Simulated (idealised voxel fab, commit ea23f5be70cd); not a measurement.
This is a process module. Its name is voxel trench capacitor.
Cross-section cut spans 260 nm and uses square cells 5 nm in size.
For the purposes of this document, a cross-section shall be understood as a grid of square cells, specified as bands listed in top-to-bottom order, each band consisting of one or more rows of cells.
Heads up on the band format: heights come first, top then bottom, in nm. After that it's the materials left to right, each with its width in nm. A single material flagged "throughout" fills the whole band edge to edge, and "air" means there's empty space there.
A quick word on heights: they are counted from 0, and under that level the wafer as it came to us is one material throughout. The lowest band is different from the rest in having no bottom; it simply continues downward, written as in "0 and below".
Think of "30 to 40" as a width that walks from the first number to the second as you go down the band, top row to bottom row, taking equal-sized steps from row to row.
The designation "nothing altered", where it is given for a processing step, indicates that no cell of the cross-section was altered in the course of that step.
Closed internal cavities: empty space of 8 cells or more with no open way to the top, each as width x height at its distance from the left edge, in nm
Post-settings text on a step line: simulator's own remark regarding the step.
"overlay nm" on a masked step: distance the mask lay right of its planned place, negative for left.
Planned step list for the process:
1) RECEIVE with material Si
2) CONFORMAL_DEP with material SiN, thk nm 5
3) MASKED_ETCH with tone open, mask id TRENCH, width nm 25, pitch nm 50, etch materials SiN, depth nm 5, overlay nm -15
4) MASKED_ETCH with tone open, mask id TRENCH, width nm 25, pitch nm 50, etch materials Si, depth nm 30, overlay nm 0
5) CONFORMAL_DEP with material SiO2, thk nm 5
6) FILL_DEP with material polySi, thk nm 10
7) CMP with height nm 5
For this document, wafers share an identical start and vary in the step 3 overlay nm; the plan quotes the first wafer's value.
Received wafers, first of several: cross-section after step 1:
- 0 and below  Si throughout
- Closed internal cavities: none
First of several wafers in cross-section at module end, following the final step, step 7:
- 5 down to 0  SiN 75  SiO2 25  SiN 25  SiO2 25  SiN 110
- 0 down to -30  Si 90  SiO2 10  Si 40  SiO2 10  Si 110
- -30 and below  Si throughout
- Closed internal cavities: none
Showing the last wafer in cross-section at the end of the module:
- 5 down to 0  SiN 105  SiO2 25  SiN 25  SiO2 25  SiN 80
- 0 down to -30  Si 105  SiO2 10  Si 40  SiO2 10  Si 95
- -30 and below  Si throughout
- Closed internal cavities: none
Gained (+) or lost (-) cells of each material since receipt, then closed voids: one row per wafer, at the end of the module:
overlay nm -15 | -24 Si | +42 SiN | +34 SiO2 | Closed internal cavities: none
overlay nm -10 | -36 Si | +42 SiN | +34 SiO2 | +12 polySi | Closed internal cavities: none
overlay nm -5 | -48 Si | +42 SiN | +34 SiO2 | +24 polySi | Closed internal cavities: none
overlay nm 0 | -60 Si | +42 SiN | +34 SiO2 | +36 polySi | Closed internal cavities: none
overlay nm 5 | -48 Si | +42 SiN | +34 SiO2 | +24 polySi | Closed internal cavities: none
overlay nm 10 | -36 Si | +42 SiN | +34 SiO2 | +12 polySi | Closed internal cavities: none
overlay nm 15 | -24 Si | +42 SiN | +34 SiO2 | Closed internal cavities: none
